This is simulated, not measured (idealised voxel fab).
voxel capacitor over wiring: a process module
The figure presents cross-section cut, which has a width of 245 nm and is divided into square cells with an edge length of 5 nm.
Cross-section format: a grid of square cells, given as bands from top to bottom; each band is one or more rows of cells. Heads up on the band format: heights come first, top then bottom, in nm. After that it's the materials left to right, each with its width in nm. A single material flagged "full width" fills the whole band edge to edge, and "air" means there's empty space there. Height 0 is the level under which the wafer as received is all one material. The lowest band goes on downwards, as in "0 down". A width such as "30..40" changes by the same amount from each row of cells to the next, from the band's top row to its bottom row. Given "nothing was modified" for a step, no cell of the cross-section differs between before and after that step. "Sealed void listing" lists enclosed empty spaces (at least 8 cells, no open path upward to the top), each as width x height at distance from the left edge, in nm. Read whatever lies past the settings on a step's line as the simulator's own remark about the step. The line of a step may include "overlay nm". On a step with a mask, this value is how far to the right of its planned place the mask lay. A negative value means the mask lay to the left.
# The steps planned for the process are as follows
step 1: RECEIVE,material Si
step 2: CONFORMAL_DEP,material SiO2,thk nm 15
step 3: DIRECTIONAL_DEP,material TiN,thk nm 5
step 4: DIRECTIONAL_DEP,material Ru,thk nm 20
step 5: PATTERN,tone cover,mask id METAL_1,material resist,width nm 25,pitch nm 75,thk nm 20,overlay nm 0
step 6: DIRECTIONAL_ETCH,etch materials Ru,depth nm 20
step 7: DIRECTIONAL_ETCH,etch materials TiN,depth nm 5
step 8: STRIP,etch materials resist
step 9: CONFORMAL_DEP,material SiCN,thk nm 5
step 10: FILL_DEP,material SiO2,thk nm 10
step 11: CMP,height nm 40
step 12: CONFORMAL_DEP,material SiCN,thk nm 5
step 13: DIRECTIONAL_DEP,material lowk,thk nm 20
step 14: MASKED_ETCH,tone open,mask id PLUG_1,width nm 15,etch materials lowk,depth nm 20,overlay nm 0
step 15: MASKED_ETCH,tone open,mask id PLUG_1,width nm 15,etch materials SiCN,depth nm 5,overlay nm 0
step 16: EPI,material Ru,thk nm 10
step 17: EPI,material Ru,thk nm 10
step 18: EPI,material Ru,thk nm 5
step 19: DIRECTIONAL_DEP,material TiN,thk nm 10
step 20: DIRECTIONAL_DEP,material SiN,thk nm 5
step 21: DIRECTIONAL_DEP,material TiN,thk nm 5
step 22: MASKED_ETCH,tone cover,mask id UPPER_PLATE,width nm 55,etch materials TiN,depth nm 5,overlay nm 0
step 23: MASKED_ETCH,tone cover,mask id UPPER_PLATE,width nm 55,etch materials SiN,depth nm 5,overlay nm 0
step 24: MASKED_ETCH,tone cover,mask id LOWER_PLATE,width nm 65,etch materials TiN,depth nm 10,overlay nm 0
step 25: FILL_DEP,material SiO2,thk nm 15
step 26: CMP,height nm 95
step 27: DIRECTIONAL_DEP,material aC,thk nm 10
step 28: PATTERN,tone open,mask id PLUG_2,material resist,width nm 15,thk nm 25,overlay nm 0
step 29: DIRECTIONAL_ETCH,etch materials aC,depth nm 10
step 30: STRIP,etch materials resist
step 31: DIRECTIONAL_ETCH,etch materials SiO2,depth nm 10
step 32: STRIP,etch materials aC
step 33: CONFORMAL_DEP,material TiN,thk nm 5
step 34: FILL_DEP,material Cu,thk nm 10
step 35: CMP,height nm 95
step 36: CONFORMAL_DEP,material SiN,thk nm 5
# Shown in cross-section is the wafer as received, that is, as it stands after step 1
  0 down: Si full width
  Sealed void listing: none
# a wafer at the end: this start, this plan, one mistake
  100 to 95: SiN full width
  95 to 90: 80 SiO2 / 25 TiN / 140 SiO2
  90 to 85: 80 SiO2 / 25 SiN / 140 SiO2
  85 to 80: 75 SiO2 / 60 TiN / 110 SiO2
  80 to 75: 75 SiO2 / 30 TiN / 30 SiN / 110 SiO2
  75 to 65: 70 SiO2 / 35 Ru / 35 TiN / 105 SiO2
  65 to 45: 80 lowk / 15 Ru / 150 lowk
  45 to 40: 80 SiCN / 15 Ru / 150 SiCN
  40 to 20: 65 SiO2 / 5 SiCN / 25 Ru / 5 SiCN / 40 SiO2 / 5 SiCN / 25 Ru / 5 SiCN / 70 SiO2
  20 to 15: 70 SiCN / 25 TiN / 50 SiCN / 25 TiN / 75 SiCN
  15 to 0: SiO2 full width
  0 down: Si full width
  Sealed void listing: none
Against the plan, the run slipped here: one of 16 and 17, all the same step, was done twice; can't tell which
